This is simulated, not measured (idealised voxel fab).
voxel gate over fins: a process module
Pictured: cross-section cut, 220 nm wide, on a grid of 5 nm square cells.
How to read a cross-section here: the picture is a grid of square cells, written as bands going from the top down, and any band can span one or more rows of cells. The band entry comprises the height of the band's top followed by the height of its bottom, expressed in nm, and subsequently the band's materials from left to right, each stated together with its width in nm. Where a single material is marked with the word "all across", that material fills the band from edge to edge. The word "empty" represents empty space. Height reference: 0 = level under which incoming wafer is all one material. Lowest band: no bottom, runs on downward, e.g. "0 down". Width: "30 to 40" (first number = top row, second number = bottom row, same change from row to row of cells). Key: "remained unchanged" - step with no changed cell in the cross-section. Entry "Fully closed voids". Content: empty spaces with no open connection to the top, size 8 cells or greater. Each: width x height at distance. Distance: from left edge. Unit: nm. Post-settings text on a step line: simulator's own remark regarding the step. Among the settings permitted on a step's line is "overlay nm"; applied to a step with a mask, it specifies the extent to which the mask lay to the right of its planned position, whereas a negative figure signifies a position to the left.

-- Below is the list of planned process steps
1) RECEIVE | material Si
2) CONFORMAL_DEP | material SiN | thk nm 5
3) MASKED_ETCH | tone cover | mask id FINS | width nm 15 | pitch nm 50 | etch materials SiN | depth nm 5 | overlay nm 0
4) MASKED_ETCH | tone cover | mask id FINS | width nm 15 | pitch nm 50 | etch materials Si | depth nm 40 | overlay nm 0
5) FILL_DEP | material SiO2 | thk nm 5
6) CMP | height nm 5
7) PATTERN | tone open | mask id RAIL | material resist | width nm 15 | thk nm 15 | overlay nm 0
8) DIRECTIONAL_ETCH | etch materials SiO2 | depth nm 40
9) STRIP | etch materials resist
10) CONFORMAL_DEP | material TiN | thk nm 5
11) FILL_DEP | material Ru | thk nm 10
12) CMP | height nm 5
13) SELECTIVE_ETCH | etch materials W Ru TiN | depth nm 30
14) FILL_DEP | material SiO2 | thk nm 5
15) CMP | height nm 5
16) SELECTIVE_ETCH | etch materials SiO2 | depth nm 20
17) STRIP | etch materials SiN
18) CONFORMAL_DEP | material HfO2 | thk nm 5
19) CONFORMAL_DEP | material TiN | thk nm 5
20) CONFORMAL_DEP | material TiAl | thk nm 5
21) CONFORMAL_DEP | material TiN | thk nm 5
22) FILL_DEP | material W | thk nm 15
23) CMP | height nm 30
24) CONFORMAL_DEP | material SiN | thk nm 5

-- Incoming wafer in cross-section (state: after step 1)
- 0 down  Si all across
- Fully closed voids: none

-- Wafer cross-section at end of module: start and plan as shown above, one execution error
- 35 to 30  SiN all across
- 30 to 20  W all across
- 20 to 15  30 W, 155 TiN, 35 W
- 15 to 10  30 W, 5 TiN, 45 TiAl, 5 TiN, 45 TiAl, 5 TiN, 45 TiAl, 5 TiN, 35 W
- 10 to 5  30 W, 5 TiN, 5 TiAl, 35 TiN, 5 TiAl, 5 TiN, 5 TiAl, 35 TiN, 5 TiAl, 5 TiN, 5 TiAl, 35 TiN, 5 TiAl, 5 TiN, 35 W
- 5 to 0  30 W, 5 TiN, 5 TiAl, 5 TiN, 25 HfO2, 5 TiN, 5 TiAl, 5 TiN, 5 TiAl, 5 TiN, 25 HfO2, 5 TiN, 5 TiAl, 5 TiN, 5 TiAl, 5 TiN, 25 HfO2, 5 TiN, 5 TiAl, 5 TiN, 35 W
- 0 to -10  30 W, 5 TiN, 5 TiAl, 5 TiN, 5 HfO2, 15 Si, 5 HfO2, 5 TiN, 5 TiAl, 5 TiN, 5 TiAl, 5 TiN, 5 HfO2, 15 Si, 5 HfO2, 5 TiN, 5 TiAl, 5 TiN, 5 TiAl, 5 TiN, 5 HfO2, 15 Si, 5 HfO2, 5 TiN, 5 TiAl, 5 TiN, 35 W
- -10 to -15  30 W, 5 TiN, 5 TiAl, 5 TiN, 5 HfO2, 15 Si, 5 HfO2, 5 TiN, 15 TiAl, 5 TiN, 5 HfO2, 15 Si, 5 HfO2, 5 TiN, 5 TiAl, 5 TiN, 5 TiAl, 5 TiN, 5 HfO2, 15 Si, 5 HfO2, 5 TiN, 5 TiAl, 5 TiN, 35 W
- -15 to -20  35 TiN, 5 TiAl, 5 TiN, 5 HfO2, 15 Si, 5 HfO2, 25 TiN, 5 HfO2, 15 Si, 5 HfO2, 5 TiN, 5 TiAl, 5 TiN, 5 TiAl, 5 TiN, 5 HfO2, 15 Si, 5 HfO2, 5 TiN, 5 TiAl, 40 TiN
- -20 to -25  40 TiAl, 5 TiN, 5 HfO2, 15 Si, 35 HfO2, 15 Si, 5 HfO2, 5 TiN, 15 TiAl, 5 TiN, 5 HfO2, 15 Si, 5 HfO2, 5 TiN, 45 TiAl
- -25 to -30  45 TiN, 5 HfO2, 15 Si, 10 HfO2, 5 TiN, 5 Ru, 5 TiN, 10 HfO2, 15 Si, 5 HfO2, 25 TiN, 5 HfO2, 15 Si, 5 HfO2, 50 TiN
- -30 to -35  50 HfO2, 15 Si, 10 HfO2, 15 TiN, 10 HfO2, 15 Si, 35 HfO2, 15 Si, 55 HfO2
- -35 to -40  50 SiO2, 15 Si, 35 SiO2, 15 Si, 35 SiO2, 15 Si, 55 SiO2
- -40 down  Si all across
- Fully closed voids: none
The plan and the run diverged here: step 16 from the plan got run twice
